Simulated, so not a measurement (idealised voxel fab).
process module | voxel self aligned contacts
cross-section cut | 290 nm wide | cells 5 nm
A cross-section is a grid of square cells, given in bands from the top down. A band is one or more rows of cells.
Each band's line starts with the height of the band's top and of its bottom, in nm. Then come its materials from left to right, each with its width in nm. One material with "throughout" fills the band from edge to edge. "air" is empty space.
Height 0 is the level under which the wafer as received is all one material. The lowest band goes on downwards, as in "0 down".
A width such as "30 to 40" changes by the same amount from each row of cells to the next, from the band's top row to its bottom row.
"no change" after a step means that no cell of the cross-section changed.
closed voids: empty space of 8 cells or more with no open way to the top, each as width x height at its distance from the left edge, in nm
after a step's settings: what the simulator itself notes on the step
overlay nm, on a step with a mask: how far to the right of its planned place the mask lay; to the left if negative
plan
1 op RECEIVE | material Si
2 op CONFORMAL_DEP | material SiO2 | thk nm 5
3 op DIRECTIONAL_DEP | material polySi | thk nm 25
4 op DIRECTIONAL_DEP | material SiN | thk nm 20
5 op DIRECTIONAL_DEP | material aC | thk nm 15
6 op PATTERN | tone cover | mask id GATE | material resist | width nm 30 | pitch nm 75 | thk nm 30 | overlay nm 0
7 op DIRECTIONAL_ETCH | etch materials aC | depth nm 15
8 op STRIP | etch materials resist
9 op DIRECTIONAL_ETCH | etch materials SiN | depth nm 20
10 op DIRECTIONAL_ETCH | etch materials polySi | depth nm 25
11 op STRIP | etch materials aC
12 op CONFORMAL_DEP | material SiN | thk nm 10
13 op DIRECTIONAL_ETCH | etch materials SiN | depth nm 10
14 op FILL_DEP | material SiO2 | thk nm 10
15 op CMP | height nm 55
16 op MASKED_ETCH | tone open | mask id CONTACT | width nm 55 | pitch nm 75 | etch materials SiO2 | depth nm 55 | overlay nm 0
17 op CONFORMAL_DEP | material TiN | thk nm 5
18 op FILL_DEP | material W | thk nm 5
19 op CMP | height nm 55
20 op CONFORMAL_DEP | material SiN | thk nm 5
as received, after step 1
  0 down: Si throughout
  closed voids: none
first wafer at the end, as planned
  60 to 55: SiN throughout
  55 to 50: SiO2 80 | TiN 20 | W 15 | TiN 20 | SiO2 20 | TiN 20 | W 15 | TiN 20 | SiO2 80
  50 to 30: SiO2 45 | SiN 50 | TiN 5 | W 15 | TiN 5 | SiN 50 | TiN 5 | W 15 | TiN 5 | SiN 50 | SiO2 45
  30 to 5: SiO2 45 | SiN 10 | polySi 30 | SiN 10 | TiN 5 | W 15 | TiN 5 | SiN 10 | polySi 30 | SiN 10 | TiN 5 | W 15 | TiN 5 | SiN 10 | polySi 30 | SiN 10 | SiO2 45
  5 to 0: SiO2 95 | TiN 25 | SiO2 50 | TiN 25 | SiO2 95
  0 down: Si throughout
  closed voids: none
second wafer at the end: like start, like plan, one mistake
  60 to 55: SiN throughout
  55 to 50: SiO2 80 | TiN 20 | W 15 | TiN 20 | SiO2 20 | TiN 20 | W 15 | TiN 20 | SiO2 80
  50 to 40: SiO2 45 | SiN 50 | TiN 5 | W 15 | TiN 5 | SiN 50 | TiN 5 | W 15 | TiN 5 | SiN 50 | SiO2 45
  40 to 35: SiO2 45 | SiN 50 | TiN 25 | SiN 50 | TiN 25 | SiN 50 | SiO2 45
  35 to 30: SiN throughout
  30 to 5: polySi throughout
  5 to 0: SiO2 throughout
  0 down: Si throughout
  closed voids: none
what went wrong: step 9 ran as: op DIRECTIONAL_ETCH | etch materials SiN | depth nm 15
at the end the second wafer has, in cells: 32 fewer of SiN | 98 fewer of SiO2 | 28 fewer of TiN | 42 fewer of W | 200 more of polySi
